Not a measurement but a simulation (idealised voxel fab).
voxel transistor to metal: a process module
Square cells of 5 nm make up the cross-section cut, whose width is 175 nm.
Heads up, the way a cross-section reads in here is a grid of square cells, handed over as bands from the top down, with every band being one or more rows of cells.
What a band's entry tells you: where the top is and where the bottom is, as heights in nm, and after that what lies inside, material by material from left to right, each with its width in nm. Empty space is written as the word "empty", and a single material marked with the word "throughout" occupies the band from edge to edge.
Zero point of the height axis is 0; under it, received wafer = one material. Lowest band: continues down indefinitely, "0 down".
A width such as "30..40" changes by the same amount from each row of cells to the next, from the band's top row to its bottom row.
It should be understood that the words "nothing changed", when stated for a given step, signify that the cross-section underwent no change in any of its cells during that step.
Entry "Cavities, sealed" = empty spaces >= 8 cells with no open way to the top; each as width x height at distance, distance from left edge, all nm.
Step line, after settings: the simulator's comment on this step.
A step's line can hold "overlay nm"; with a mask on that step, the setting says how far right of the planned place the mask lay, while a negative setting says it lay to the left.
Heads up before you read on: it's before/after pairs around one process step each, after side only down to the lowest band that changed, step plus settings under the pair. Pairs can be from different runs of this module, same starting wafer, so only chain a pair onto the one above if its "Pre-step cross-section" entry says so.

Pre-step cross-section:
	15 to 10  SiO2 throughout
	10 to 0  SiO2 (30), SiN (115), SiO2 (30)
	0 to -30  SiO2 (30), Si (115), SiO2 (30)
	-30 down  Si throughout
	Cavities, sealed: none

Post-Step Section View:
	10 to 0  SiO2 (30), SiN (115), SiO2 (30)
	Rest of section, below 0: as before.
	Cavities, sealed: none
The two cross-sections above are separated by a single process step, namely SELECTIVE_ETCH, etch materials SiO2, depth nm 5

Pre-step cross-section: no separate figure, the pair right above already shows it after its step.

Post-Step Section View:
	10 to 0  SiO2 (30), empty (115), SiO2 (30)
	Rest of section, below 0: as before.
	Cavities, sealed: none
The two cross-sections above are separated by a single process step, namely STRIP, etch materials SiN

Pre-step cross-section: no separate figure, the pair right above already shows it after its step.

Post-Step Section View:
	5 to 0  SiO2 (25), empty (125), SiO2 (25)
	0 to -5  SiO2 (25), empty (5), Si (115), empty (5), SiO2 (25)
	Rest of section, below -5: as before.
	Cavities, sealed: none
The two cross-sections above are separated by a single process step, namely SELECTIVE_ETCH, etch materials SiO2, depth nm 5

Pre-step cross-section: no separate figure, the pair right above already shows it after its step.

Post-Step Section View:
	5 to 0  SiO2 (25), empty (125), SiO2 (25)
	0 to -5  SiO2 (25), empty (5), SiO2 (115), empty (5), SiO2 (25)
	-5 to -10  SiO2 (35), Si (105), SiO2 (35)
	Rest of section, below -10: as before.
	Cavities, sealed: none
The two cross-sections above are separated by a single process step, namely OXIDIZE, depth nm 5

Pre-step cross-section: no separate figure, the pair right above already shows it after its step.

Post-Step Section View:
	30 to 25  polySi (25), empty (125), polySi (25)
	25 to 20  polySi (25), empty (5), polySi (115), empty (5), polySi (25)
	20 to 5  polySi throughout
	5 to 0  SiO2 (25), polySi (125), SiO2 (25)
	0 to -5  SiO2 (25), polySi (5), SiO2 (115), polySi (5), SiO2 (25)
	Rest of section, below -5: as before.
	Cavities, sealed: none
The two cross-sections above are separated by a single process step, namely DIRECTIONAL_DEP, material polySi, thk nm 25

Pre-step cross-section: no separate figure, the pair right above already shows it after its step.

Post-Step Section View:
	40 to 35  SiCN (25), empty (125), SiCN (25)
	35 to 30  SiCN (25), empty (5), SiCN (115), empty (5), SiCN (25)
	30 to 25  polySi (25), SiCN (125), polySi (25)
	25 to 20  polySi (25), SiCN (5), polySi (115), SiCN (5), polySi (25)
	Rest of section, below 20: as before.
	Cavities, sealed: none
The two cross-sections above are separated by a single process step, namely DIRECTIONAL_DEP, material SiCN, thk nm 10

Pre-step cross-section: no separate figure, the pair right above already shows it after its step.

Post-Step Section View:
	55 to 50  aC (25), empty (125), aC (25)
	50 to 45  aC (25), empty (5), aC (115), empty (5), aC (25)
	45 to 40  aC throughout
	40 to 35  SiCN (25), aC (125), SiCN (25)
	35 to 30  SiCN (25), aC (5), SiCN (115), aC (5), SiCN (25)
	Rest of section, below 30: as before.
	Cavities, sealed: none
The two cross-sections above are separated by a single process step, namely DIRECTIONAL_DEP, material aC, thk nm 15

Pre-step cross-section: no separate figure, the pair right above already shows it after its step.

Post-Step Section View:
	85 to 55  empty (75), resist (25), empty (75)
	55 to 50  aC (25), empty (50), resist (25), empty (50), aC (25)
	Rest of section, below 50: as before.
	Cavities, sealed: none
The two cross-sections above are separated by a single process step, namely PATTERN, tone cover, mask id GATE, material resist, width nm 25, thk nm 30, overlay nm 0

Pre-step cross-section: no separate figure, the pair right above already shows it after its step.

Post-Step Section View:
	70 to 50  empty (75), resist (25), empty (75)
	50 to 40  empty (75), aC (25), empty (75)
	40 to 35  SiCN (25), empty (50), aC (25), empty (50), SiCN (25)
	35 to 30  SiCN (25), empty (5), SiCN (115), empty (5), SiCN (25)
	Rest of section, below 30: as before.
	Cavities, sealed: none
The two cross-sections above are separated by a single process step, namely DIRECTIONAL_ETCH, etch materials aC, depth nm 15

Pre-step cross-section: no separate figure, the pair right above already shows it after its step.

Post-Step Section View:
	50 to 40  empty (75), aC (25), empty (75)
	Rest of section, below 40: as before.
	Cavities, sealed: none
The two cross-sections above are separated by a single process step, namely STRIP, etch materials resist

Pre-step cross-section: no separate figure, the pair right above already shows it after its step.

Post-Step Section View:
	50 to 35  empty (75), aC (25), empty (75)
	35 to 30  empty (75), SiCN (25), empty (75)
	30 to 25  polySi (25), empty (50), SiCN (25), empty (50), polySi (25)
	25 to 20  polySi (25), empty (5), polySi (115), empty (5), polySi (25)
	Rest of section, below 20: as before.
	Cavities, sealed: none
The two cross-sections above are separated by a single process step, namely DIRECTIONAL_ETCH, etch materials SiCN, depth nm 20

Pre-step cross-section: no separate figure, the pair right above already shows it after its step.

Post-Step Section View:
	50 to 35  empty (75), aC (25), empty (75)
	35 to 25  empty (75), SiCN (25), empty (75)
	25 to 5  empty (75), polySi (25), empty (75)
	5 to 0  SiO2 (25), empty (50), polySi (25), empty (50), SiO2 (25)
	0 to -5  SiO2 (25), empty (5), SiO2 (115), empty (5), SiO2 (25)
	Rest of section, below -5: as before.
	Cavities, sealed: none
The two cross-sections above are separated by a single process step, namely DIRECTIONAL_ETCH, etch materials polySi, depth nm 35

Pre-step cross-section: no separate figure, the pair right above already shows it after its step.

Post-Step Section View:
	35 to 25  empty (75), SiCN (25), empty (75)
	Rest of section, below 25: as before.
	Cavities, sealed: none
The two cross-sections above are separated by a single process step, namely STRIP, etch materials aC

Pre-step cross-section: no separate figure, the pair right above already shows it after its step.

Post-Step Section View:
	40 to 35  empty (70), SiO2 (35), empty (70)
	35 to 25  empty (70), SiO2 (5), SiCN (25), SiO2 (5), empty (70)
	25 to 10  empty (70), SiO2 (5), polySi (25), SiO2 (5), empty (70)
	10 to 5  SiO2 (30), empty (40), SiO2 (5), polySi (25), SiO2 (5), empty (40), SiO2 (30)
	5 to 0  SiO2 (75), polySi (25), SiO2 (75)
	0 to -5  SiO2 throughout
	Rest of section, below -5: as before.
	Cavities, sealed: none
The two cross-sections above are separated by a single process step, namely CONFORMAL_DEP, material SiO2, thk nm 5

Pre-step cross-section: no separate figure, the pair right above already shows it after its step.

Post-Step Section View:
	35 to 25  empty (70), SiO2 (5), SiCN (25), SiO2 (5), empty (70)
	25 to 5  empty (70), SiO2 (5), polySi (25), SiO2 (5), empty (70)
	5 to 0  SiO2 (30), empty (40), SiO2 (5), polySi (25), SiO2 (5), empty (40), SiO2 (30)
	Rest of section, below 0: as before.
	Cavities, sealed: none
The two cross-sections above are separated by a single process step, namely DIRECTIONAL_ETCH, etch materials SiO2, depth nm 5

Pre-step cross-section: no separate figure, the pair right above already shows it after its step.

Post-Step Section View:
	45 to 35  empty (60), SiN (55), empty (60)
	35 to 25  empty (60), SiN (10), SiO2 (5), SiCN (25), SiO2 (5), SiN (10), empty (60)
	25 to 15  empty (60), SiN (10), SiO2 (5), polySi (25), SiO2 (5), SiN (10), empty (60)
	15 to 10  SiN (40), empty (20), SiN (10), SiO2 (5), polySi (25), SiO2 (5), SiN (10), empty (20), SiN (40)
	10 to 5  SiN (70), SiO2 (5), polySi (25), SiO2 (5), SiN (70)
	5 to 0  SiO2 (30), SiN (40), SiO2 (5), polySi (25), SiO2 (5), SiN (40), SiO2 (30)
	Rest of section, below 0: as before.
	Cavities, sealed: none
The two cross-sections above are separated by a single process step, namely CONFORMAL_DEP, material SiN, thk nm 10

Pre-step cross-section: no separate figure, the pair right above already shows it after its step.

Post-Step Section View:
	35 to 25  empty (60), SiN (10), SiO2 (5), SiCN (25), SiO2 (5), SiN (10), empty (60)
	25 to 5  empty (60), SiN (10), SiO2 (5), polySi (25), SiO2 (5), SiN (10), empty (60)
	5 to 0  SiO2 (30), SiN (10), empty (20), SiN (10), SiO2 (5), polySi (25), SiO2 (5), SiN (10), empty (20), SiN (10), SiO2 (30)
	Rest of section, below 0: as before.
	Cavities, sealed: none
The two cross-sections above are separated by a single process step, namely DIRECTIONAL_ETCH, etch materials SiN, depth nm 10

Pre-step cross-section: no separate figure, the pair right above already shows it after its step.

Post-Step Section View:
	35 to 30  empty (60), SiN (10), empty (5), SiCN (25), empty (5), SiN (10), empty (60)
	30 to 25  empty (60), SiN (10), SiO2 (5), SiCN (25), SiO2 (5), SiN (10), empty (60)
	25 to 5  empty (60), SiN (10), SiO2 (5), polySi (25), SiO2 (5), SiN (10), empty (60)
	5 to 0  empty (30), SiN (10), empty (20), SiN (10), SiO2 (5), polySi (25), SiO2 (5), SiN (10), empty (20), SiN (10), empty (30)
	0 to -5  SiO2 (40), empty (20), SiO2 (55), empty (20), SiO2 (40)
	Rest of section, below -5: as before.
	Cavities, sealed: none
The two cross-sections above are separated by a single process step, namely DIRECTIONAL_ETCH, etch materials SiO2, depth nm 5

Pre-step cross-section: no separate figure, the pair right above already shows it after its step.

Post-Step Section View:
	35 to 30  empty (60), SiN (10), empty (5), SiCN (25), empty (5), SiN (10), empty (60)
	30 to 25  empty (60), SiN (10), SiO2 (5), SiCN (25), SiO2 (5), SiN (10), empty (60)
	25 to 5  empty (60), SiN (10), SiO2 (5), polySi (25), SiO2 (5), SiN (10), empty (60)
	5 to 0  empty (30), SiN (10), empty (20), SiN (10), SiO2 (5), polySi (25), SiO2 (5), SiN (10), empty (20), SiN (10), empty (30)
	0 to -5  SiO2 (40), SiGe (20), SiO2 (55), SiGe (20), SiO2 (40)
	Rest of section, below -5: as before.
	Cavities, sealed: none
The two cross-sections above are separated by a single process step, namely EPI, material SiGe, thk nm 5

Pre-step cross-section: no separate figure, the pair right above already shows it after its step.

Post-Step Section View:
	40 to 35  SiO2 throughout
	35 to 25  SiO2 (60), SiN (10), SiO2 (5), SiCN (25), SiO2 (5), SiN (10), SiO2 (60)
	25 to 5  SiO2 (60), SiN (10), SiO2 (5), polySi (25), SiO2 (5), SiN (10), SiO2 (60)
	5 to 0  SiO2 (30), SiN (10), SiO2 (20), SiN (10), SiO2 (5), polySi (25), SiO2 (5), SiN (10), SiO2 (20), SiN (10), SiO2 (30)
	Rest of section, below 0: as before.
	Cavities, sealed: none
The two cross-sections above are separated by a single process step, namely FILL_DEP, material SiO2, thk nm 5

Pre-step cross-section: no separate figure, the pair right above already shows it after its step.

Post-Step Section View:
	25 to 5  SiO2 (60), SiN (10), SiO2 (5), polySi (25), SiO2 (5), SiN (10), SiO2 (60)
	Rest of section, below 5: as before.
	Cavities, sealed: none
The two cross-sections above are separated by a single process step, namely CMP, height nm 25

Pre-step cross-section: no separate figure, the pair right above already shows it after its step.

Post-Step Section View:
	25 to 5  SiO2 (60), SiN (10), SiO2 (5), empty (25), SiO2 (5), SiN (10), SiO2 (60)
	5 to 0  SiO2 (30), SiN (10), SiO2 (20), SiN (10), SiO2 (5), empty (25), SiO2 (5), SiN (10), SiO2 (20), SiN (10), SiO2 (30)
	Rest of section, below 0: as before.
	Cavities, sealed: none
The two cross-sections above are separated by a single process step, namely STRIP, etch materials polySi

Pre-step cross-section: no separate figure, the pair right above already shows it after its step.

Post-Step Section View:
	25 to 20  empty (60), SiN (10), empty (35), SiN (10), empty (60)
	20 to 5  SiO2 (60), SiN (10), empty (35), SiN (10), SiO2 (60)
	5 to 0  SiO2 (30), SiN (10), SiO2 (20), SiN (10), empty (35), SiN (10), SiO2 (20), SiN (10), SiO2 (30)
	0 to -5  SiO2 (40), SiGe (20), SiO2 (10), empty (35), SiO2 (10), SiGe (20), SiO2 (40)
	Rest of section, below -5: as before.
	Cavities, sealed: none
The two cross-sections above are separated by a single process step, namely SELECTIVE_ETCH, etch materials SiO2, depth nm 5

Pre-step cross-section: no separate figure, the pair right above already shows it after its step.

Post-Step Section View:
	30 to 25  empty (55), HfO2 (20), empty (25), HfO2 (20), empty (55)
	25 to 20  HfO2 (60), SiN (10), HfO2 (5), empty (25), HfO2 (5), SiN (10), HfO2 (60)
	20 to 5  SiO2 (60), SiN (10), HfO2 (5), empty (25), HfO2 (5), SiN (10), SiO2 (60)
	5 to 0  SiO2 (30), SiN (10), SiO2 (20), SiN (10), HfO2 (5), empty (25), HfO2 (5), SiN (10), SiO2 (20), SiN (10), SiO2 (30)
	0 to -5  SiO2 (40), SiGe (20), SiO2 (10), HfO2 (35), SiO2 (10), SiGe (20), SiO2 (40)
	Rest of section, below -5: as before.
	Cavities, sealed: none
The two cross-sections above are separated by a single process step, namely CONFORMAL_DEP, material HfO2, thk nm 5

Pre-step cross-section: no separate figure, the pair right above already shows it after its step.

Post-Step Section View:
	35 to 30  empty (50), TiN (30), empty (15), TiN (30), empty (50)
	30 to 25  TiN (55), HfO2 (20), TiN (5), empty (15), TiN (5), HfO2 (20), TiN (55)
	25 to 20  HfO2 (60), SiN (10), HfO2 (5), TiN (5), empty (15), TiN (5), HfO2 (5), SiN (10), HfO2 (60)
	20 to 5  SiO2 (60), SiN (10), HfO2 (5), TiN (5), empty (15), TiN (5), HfO2 (5), SiN (10), SiO2 (60)
	5 to 0  SiO2 (30), SiN (10), SiO2 (20), SiN (10), HfO2 (5), TiN (25), HfO2 (5), SiN (10), SiO2 (20), SiN (10), SiO2 (30)
	Rest of section, below 0: as before.
	Cavities, sealed: none
The two cross-sections above are separated by a single process step, namely CONFORMAL_DEP, material TiN, thk nm 5

Pre-step cross-section: no separate figure, the pair right above already shows it after its step.

Post-Step Section View:
	40 to 35  W throughout
	35 to 30  W (50), TiN (30), W (15), TiN (30), W (50)
	30 to 25  TiN (55), HfO2 (20), TiN (5), W (15), TiN (5), HfO2 (20), TiN (55)
	25 to 20  HfO2 (60), SiN (10), HfO2 (5), TiN (5), W (15), TiN (5), HfO2 (5), SiN (10), HfO2 (60)
	20 to 5  SiO2 (60), SiN (10), HfO2 (5), TiN (5), W (15), TiN (5), HfO2 (5), SiN (10), SiO2 (60)
	Rest of section, below 5: as before.
	Cavities, sealed: none
The two cross-sections above are separated by a single process step, namely FILL_DEP, material W, thk nm 5

Pre-step cross-section: no separate figure, the pair right above already shows it after its step.

Post-Step Section View:
	20 to 5  SiO2 (60), SiN (10), HfO2 (5), TiN (5), W (15), TiN (5), HfO2 (5), SiN (10), SiO2 (60)
	Rest of section, below 5: as before.
	Cavities, sealed: none
The two cross-sections above are separated by a single process step, namely CMP, height nm 20

Pre-step cross-section: no separate figure, the pair right above already shows it after its step.

Post-Step Section View:
	35 to 20  SiO2 throughout
	Rest of section, below 20: as before.
	Cavities, sealed: none
The two cross-sections above are separated by a single process step, namely DIRECTIONAL_DEP, material SiO2, thk nm 15

Pre-step cross-section: no separate figure, the pair right above already shows it after its step.

Post-Step Section View:
	45 to 35  aC throughout
	Rest of section, below 35: as before.
	Cavities, sealed: none
The two cross-sections above are separated by a single process step, namely DIRECTIONAL_DEP, material aC, thk nm 10

Pre-step cross-section: no separate figure, the pair right above already shows it after its step.

Post-Step Section View:
	70 to 45  resist (40), empty (15), resist (65), empty (15), resist (40)
	Rest of section, below 45: as before.
	Cavities, sealed: none
The two cross-sections above are separated by a single process step, namely PATTERN, tone open, mask id CONTACT, material resist, width nm 15, pitch nm 80, thk nm 25, overlay nm 0

Pre-step cross-section: no separate figure, the pair right above already shows it after its step.

Post-Step Section View:
	60 to 45  resist (40), empty (15), resist (65), empty (15), resist (40)
	45 to 35  aC (40), empty (15), aC (65), empty (15), aC (40)
	Rest of section, below 35: as before.
	Cavities, sealed: none
The two cross-sections above are separated by a single process step, namely DIRECTIONAL_ETCH, etch materials aC, depth nm 10

Pre-step cross-section: no separate figure, the pair right above already shows it after its step.

Post-Step Section View:
	45 to 35  aC (40), empty (15), aC (65), empty (15), aC (40)
	Rest of section, below 35: as before.
	Cavities, sealed: none
The two cross-sections above are separated by a single process step, namely STRIP, etch materials resist

Pre-step cross-section: no separate figure, the pair right above already shows it after its step.

Post-Step Section View:
	45 to 35  aC (40), empty (15), aC (65), empty (15), aC (40)
	35 to 20  SiO2 (40), empty (15), SiO2 (65), empty (15), SiO2 (40)
	20 to 5  SiO2 (40), empty (15), SiO2 (5), SiN (10), HfO2 (5), TiN (5), W (15), TiN (5), HfO2 (5), SiN (10), SiO2 (5), empty (15), SiO2 (40)
	5 to 0  SiO2 (30), SiN (10), empty (15), SiO2 (5), SiN (10), HfO2 (5), TiN (25), HfO2 (5), SiN (10), SiO2 (5), empty (15), SiN (10), SiO2 (30)
	Rest of section, below 0: as before.
	Cavities, sealed: none
The two cross-sections above are separated by a single process step, namely DIRECTIONAL_ETCH, etch materials SiO2, depth nm 35

Pre-step cross-section: no separate figure, the pair right above already shows it after its step.

Post-Step Section View:
	35 to 20  SiO2 (40), empty (15), SiO2 (65), empty (15), SiO2 (40)
	Rest of section, below 20: as before.
	Cavities, sealed: none
The two cross-sections above are separated by a single process step, namely STRIP, etch materials aC

Pre-step cross-section: no separate figure, the pair right above already shows it after its step.

Post-Step Section View:
	40 to 35  TiN (45), empty (5), TiN (75), empty (5), TiN (45)
	35 to 20  SiO2 (40), TiN (5), empty (5), TiN (5), SiO2 (65), TiN (5), empty (5), TiN (5), SiO2 (40)
	20 to 5  SiO2 (40), TiN (5), empty (5), TiN (5), SiO2 (5), SiN (10), HfO2 (5), TiN (5), W (15), TiN (5), HfO2 (5), SiN (10), SiO2 (5), TiN (5), empty (5), TiN (5), SiO2 (40)
	5 to 0  SiO2 (30), SiN (10), TiN (15), SiO2 (5), SiN (10), HfO2 (5), TiN (25), HfO2 (5), SiN (10), SiO2 (5), TiN (15), SiN (10), SiO2 (30)
	Rest of section, below 0: as before.
	Cavities, sealed: none
The two cross-sections above are separated by a single process step, namely CONFORMAL_DEP, material TiN, thk nm 5

Pre-step cross-section: no separate figure, the pair right above already shows it after its step.

Post-Step Section View:
	45 to 40  Ru throughout
	40 to 35  TiN (45), Ru (5), TiN (75), Ru (5), TiN (45)
	35 to 20  SiO2 (40), TiN (5), Ru (5), TiN (5), SiO2 (65), TiN (5), Ru (5), TiN (5), SiO2 (40)
	20 to 5  SiO2 (40), TiN (5), Ru (5), TiN (5), SiO2 (5), SiN (10), HfO2 (5), TiN (5), W (15), TiN (5), HfO2 (5), SiN (10), SiO2 (5), TiN (5), Ru (5), TiN (5), SiO2 (40)
	Rest of section, below 5: as before.
	Cavities, sealed: none
The two cross-sections above are separated by a single process step, namely FILL_DEP, material Ru, thk nm 5

Pre-step cross-section: no separate figure, the pair right above already shows it after its step.

Post-Step Section View:
	35 to 20  SiO2 (40), TiN (5), Ru (5), TiN (5), SiO2 (65), TiN (5), Ru (5), TiN (5), SiO2 (40)
	Rest of section, below 20: as before.
	Cavities, sealed: none
The two cross-sections above are separated by a single process step, namely CMP, height nm 35

Pre-step cross-section: no separate figure, the pair right above already shows it after its step.

Post-Step Section View:
	40 to 35  SiN throughout
	Rest of section, below 35: as before.
	Cavities, sealed: none
The two cross-sections above are separated by a single process step, namely CONFORMAL_DEP, material SiN, thk nm 5

Pre-step cross-section: no separate figure, the pair right above already shows it after its step.

Post-Step Section View:
	55 to 40  SiO2 throughout
	Rest of section, below 40: as before.
	Cavities, sealed: none
The two cross-sections above are separated by a single process step, namely DIRECTIONAL_DEP, material SiO2, thk nm 15

Pre-step cross-section: no separate figure, the pair right above already shows it after its step.

Post-Step Section View:
	55 to 40  SiO2 (40), empty (15), SiO2 (65), empty (15), SiO2 (40)
	Rest of section, below 40: as before.
	Cavities, sealed: none
The two cross-sections above are separated by a single process step, namely MASKED_ETCH, tone open, mask id METAL_1, width nm 15, pitch nm 80, etch materials SiO2, depth nm 15, overlay nm 0

Pre-step cross-section: no separate figure, the pair right above already shows it after its step.

Post-Step Section View:
	55 to 40  SiO2 (40), empty (15), SiO2 (65), empty (15), SiO2 (40)
	40 to 35  SiN (40), empty (15), SiN (65), empty (15), SiN (40)
	Rest of section, below 35: as before.
	Cavities, sealed: none
The two cross-sections above are separated by a single process step, namely MASKED_ETCH, tone open, mask id METAL_1, width nm 15, pitch nm 80, etch materials SiN, depth nm 5, overlay nm 0

Pre-step cross-section: no separate figure, the pair right above already shows it after its step.

Post-Step Section View:
	60 to 55  TiN (45), empty (5), TiN (75), empty (5), TiN (45)
	55 to 40  SiO2 (40), TiN (5), empty (5), TiN (5), SiO2 (65), TiN (5), empty (5), TiN (5), SiO2 (40)
	40 to 35  SiN (40), TiN (15), SiN (65), TiN (15), SiN (40)
	Rest of section, below 35: as before.
	Cavities, sealed: none
The two cross-sections above are separated by a single process step, namely CONFORMAL_DEP, material TiN, thk nm 5

Pre-step cross-section: no separate figure, the pair right above already shows it after its step.

Post-Step Section View:
	70 to 60  Cu throughout
	60 to 55  TiN (45), Cu (5), TiN (75), Cu (5), TiN (45)
	55 to 40  SiO2 (40), TiN (5), Cu (5), TiN (5), SiO2 (65), TiN (5), Cu (5), TiN (5), SiO2 (40)
	Rest of section, below 40: as before.
	Cavities, sealed: none
The two cross-sections above are separated by a single process step, namely FILL_DEP, material Cu, thk nm 10

Pre-step cross-section: no separate figure, the pair right above already shows it after its step.

Post-Step Section View:
	55 to 40  SiO2 (40), TiN (5), Cu (5), TiN (5), SiO2 (65), TiN (5), Cu (5), TiN (5), SiO2 (40)
	Rest of section, below 40: as before.
	Cavities, sealed: none
The two cross-sections above are separated by a single process step, namely CMP, height nm 55

Pre-step cross-section: no separate figure, the pair right above already shows it after its step.

Post-Step Section View:
	60 to 55  empty (35), Ru (25), empty (55), Ru (25), empty (35)
	Rest of section, below 55: as before.
	Cavities, sealed: none
The two cross-sections above are separated by a single process step, namely EPI, material Ru, thk nm 5

Pre-step cross-section: no separate figure, the pair right above already shows it after its step.

Post-Step Section View:
	65 to 60  SiCN throughout
	60 to 55  SiCN (35), Ru (25), SiCN (55), Ru (25), SiCN (35)
	Rest of section, below 55: as before.
	Cavities, sealed: none
The two cross-sections above are separated by a single process step, namely FILL_DEP, material SiCN, thk nm 5

Pre-step cross-section: no separate figure, the pair right above already shows it after its step.

Post-Step Section View:
	95 to 65  SiO2 throughout
	Rest of section, below 65: as before.
	Cavities, sealed: none
The two cross-sections above are separated by a single process step, namely DIRECTIONAL_DEP, material SiO2, thk nm 30

Pre-step cross-section: no separate figure, the pair right above already shows it after its step.

Post-Step Section View:
	95 to 75  SiO2 (40), empty (15), SiO2 (65), empty (15), SiO2 (40)
	Rest of section, below 75: as before.
	Cavities, sealed: none
The two cross-sections above are separated by a single process step, namely MASKED_ETCH, tone open, mask id METAL_2, width nm 15, pitch nm 80, etch materials SiO2, depth nm 20, overlay nm 0

Pre-step cross-section: no separate figure, the pair right above already shows it after its step.

Post-Step Section View:
	115 to 95  resist (40), empty (15), resist (65), empty (15), resist (40)
	Rest of section, below 95: as before.
	Cavities, sealed: none
The two cross-sections above are separated by a single process step, namely PATTERN, tone open, mask id METAL_2_HOLES, material resist, width nm 15, pitch nm 80, thk nm 20, overlay nm 0

Pre-step cross-section: no separate figure, the pair right above already shows it after its step.

Post-Step Section View:
	115 to 95  resist (40), empty (15), resist (65), empty (15), resist (40)
	95 to 65  SiO2 (40), empty (15), SiO2 (65), empty (15), SiO2 (40)
	Rest of section, below 65: as before.
	Cavities, sealed: none
The two cross-sections above are separated by a single process step, namely DIRECTIONAL_ETCH, etch materials SiO2, depth nm 10

Pre-step cross-section: no separate figure, the pair right above already shows it after its step.

Post-Step Section View:
	115 to 95  resist (40), empty (15), resist (65), empty (15), resist (40)
	95 to 65  SiO2 (40), empty (15), SiO2 (65), empty (15), SiO2 (40)
	65 to 60  SiCN (40), empty (15), SiCN (65), empty (15), SiCN (40)
	Rest of section, below 60: as before.
	Cavities, sealed: none
The two cross-sections above are separated by a single process step, namely DIRECTIONAL_ETCH, etch materials SiCN, depth nm 5

Pre-step cross-section: no separate figure, the pair right above already shows it after its step.

Post-Step Section View:
	95 to 65  SiO2 (40), empty (15), SiO2 (65), empty (15), SiO2 (40)
	Rest of section, below 65: as before.
	Cavities, sealed: none
The two cross-sections above are separated by a single process step, namely STRIP, etch materials resist

Pre-step cross-section: no separate figure, the pair right above already shows it after its step.

Post-Step Section View:
	100 to 95  TiN (45), empty (5), TiN (75), empty (5), TiN (45)
	95 to 65  SiO2 (40), TiN (5), empty (5), TiN (5), SiO2 (65), TiN (5), empty (5), TiN (5), SiO2 (40)
	65 to 60  SiCN (40), TiN (15), SiCN (65), TiN (15), SiCN (40)
	Rest of section, below 60: as before.
	Cavities, sealed: none
The two cross-sections above are separated by a single process step, namely CONFORMAL_DEP, material TiN, thk nm 5

Pre-step cross-section: no separate figure, the pair right above already shows it after its step.

Post-Step Section View:
	110 to 100  Cu throughout
	100 to 95  TiN (45), Cu (5), TiN (75), Cu (5), TiN (45)
	95 to 65  SiO2 (40), TiN (5), Cu (5), TiN (5), SiO2 (65), TiN (5), Cu (5), TiN (5), SiO2 (40)
	Rest of section, below 65: as before.
	Cavities, sealed: none
The two cross-sections above are separated by a single process step, namely FILL_DEP, material Cu, thk nm 10

Pre-step cross-section: no separate figure, the pair right above already shows it after its step.

Post-Step Section View:
	95 to 65  SiO2 (40), TiN (5), Cu (5), TiN (5), SiO2 (65), TiN (5), Cu (5), TiN (5), SiO2 (40)
	Rest of section, below 65: as before.
	Cavities, sealed: none
The two cross-sections above are separated by a single process step, namely CMP, height nm 95

Pre-step cross-section: no separate figure, the pair right above already shows it after its step.

Post-Step Section View:
	100 to 95  SiCN throughout
	Rest of section, below 95: as before.
	Cavities, sealed: none
The two cross-sections above are separated by a single process step, namely CONFORMAL_DEP, material SiCN, thk nm 5

Pre-step cross-section:
	95 to 65  SiO2 throughout
	65 to 60  SiCN throughout
	60 to 55  SiCN (35), Ru (25), SiCN (55), Ru (25), SiCN (35)
	55 to 40  SiO2 (40), TiN (5), Cu (5), TiN (5), SiO2 (65), TiN (5), Cu (5), TiN (5), SiO2 (40)
	40 to 35  SiN (40), TiN (15), SiN (65), TiN (15), SiN (40)
	35 to 20  SiO2 (40), TiN (5), Ru (5), TiN (5), SiO2 (65), TiN (5), Ru (5), TiN (5), SiO2 (40)
	20 to 5  SiO2 (40), TiN (5), Ru (5), TiN (5), SiO2 (5), SiN (10), HfO2 (5), TiN (5), W (15), TiN (5), HfO2 (5), SiN (10), SiO2 (5), TiN (5), Ru (5), TiN (5), SiO2 (40)
	5 to 0  SiO2 (30), SiN (10), TiN (15), SiO2 (5), SiN (10), HfO2 (5), TiN (25), HfO2 (5), SiN (10), SiO2 (5), TiN (15), SiN (10), SiO2 (30)
	0 to -5  SiO2 (40), SiGe (20), SiO2 (10), HfO2 (35), SiO2 (10), SiGe (20), SiO2 (40)
	-5 to -30  SiO2 (30), Si (115), SiO2 (30)
	-30 down  Si throughout
	Cavities, sealed: none

Post-Step Section View:
	125 to 65  SiO2 throughout
	Rest of section, below 65: as before.
	Cavities, sealed: none
The two cross-sections above are separated by a single process step, namely DIRECTIONAL_DEP, material SiO2, thk nm 30

Pre-step cross-section: no separate figure, the pair right above already shows it after its step.

Post-Step Section View:
	125 to 105  SiO2 (40), empty (15), SiO2 (65), empty (15), SiO2 (40)
	Rest of section, below 105: as before.
	Cavities, sealed: none
The two cross-sections above are separated by a single process step, namely MASKED_ETCH, tone open, mask id METAL_2, width nm 15, pitch nm 80, etch materials SiO2, depth nm 20, overlay nm 0

Pre-step cross-section: no separate figure, the pair right above already shows it after its step.

Post-Step Section View:
	145 to 125  resist (40), empty (15), resist (65), empty (15), resist (40)
	Rest of section, below 125: as before.
	Cavities, sealed: none
The two cross-sections above are separated by a single process step, namely PATTERN, tone open, mask id METAL_2_HOLES, material resist, width nm 15, pitch nm 80, thk nm 20, overlay nm 0

Pre-step cross-section: no separate figure, the pair right above already shows it after its step.

Post-Step Section View:
	145 to 125  resist (40), empty (15), resist (65), empty (15), resist (40)
	125 to 95  SiO2 (40), empty (15), SiO2 (65), empty (15), SiO2 (40)
	Rest of section, below 95: as before.
	Cavities, sealed: none
The two cross-sections above are separated by a single process step, namely DIRECTIONAL_ETCH, etch materials SiO2, depth nm 10

Pre-step cross-section: no separate figure, the pair right above already shows it after its step.

Post-Step Section View:
	125 to 95  SiO2 (40), empty (15), SiO2 (65), empty (15), SiO2 (40)
	Rest of section, below 95: as before.
	Cavities, sealed: none
The two cross-sections above are separated by a single process step, namely STRIP, etch materials resist

Pre-step cross-section: no separate figure, the pair right above already shows it after its step.

Post-Step Section View:
	130 to 125  TiN (45), empty (5), TiN (75), empty (5), TiN (45)
	125 to 100  SiO2 (40), TiN (5), empty (5), TiN (5), SiO2 (65), TiN (5), empty (5), TiN (5), SiO2 (40)
	100 to 95  SiO2 (40), TiN (15), SiO2 (65), TiN (15), SiO2 (40)
	Rest of section, below 95: as before.
	Cavities, sealed: none
The two cross-sections above are separated by a single process step, namely CONFORMAL_DEP, material TiN, thk nm 5

Pre-step cross-section: no separate figure, the pair right above already shows it after its step.

Post-Step Section View:
	140 to 130  Cu throughout
	130 to 125  TiN (45), Cu (5), TiN (75), Cu (5), TiN (45)
	125 to 100  SiO2 (40), TiN (5), Cu (5), TiN (5), SiO2 (65), TiN (5), Cu (5), TiN (5), SiO2 (40)
	Rest of section, below 100: as before.
	Cavities, sealed: none
The two cross-sections above are separated by a single process step, namely FILL_DEP, material Cu, thk nm 10
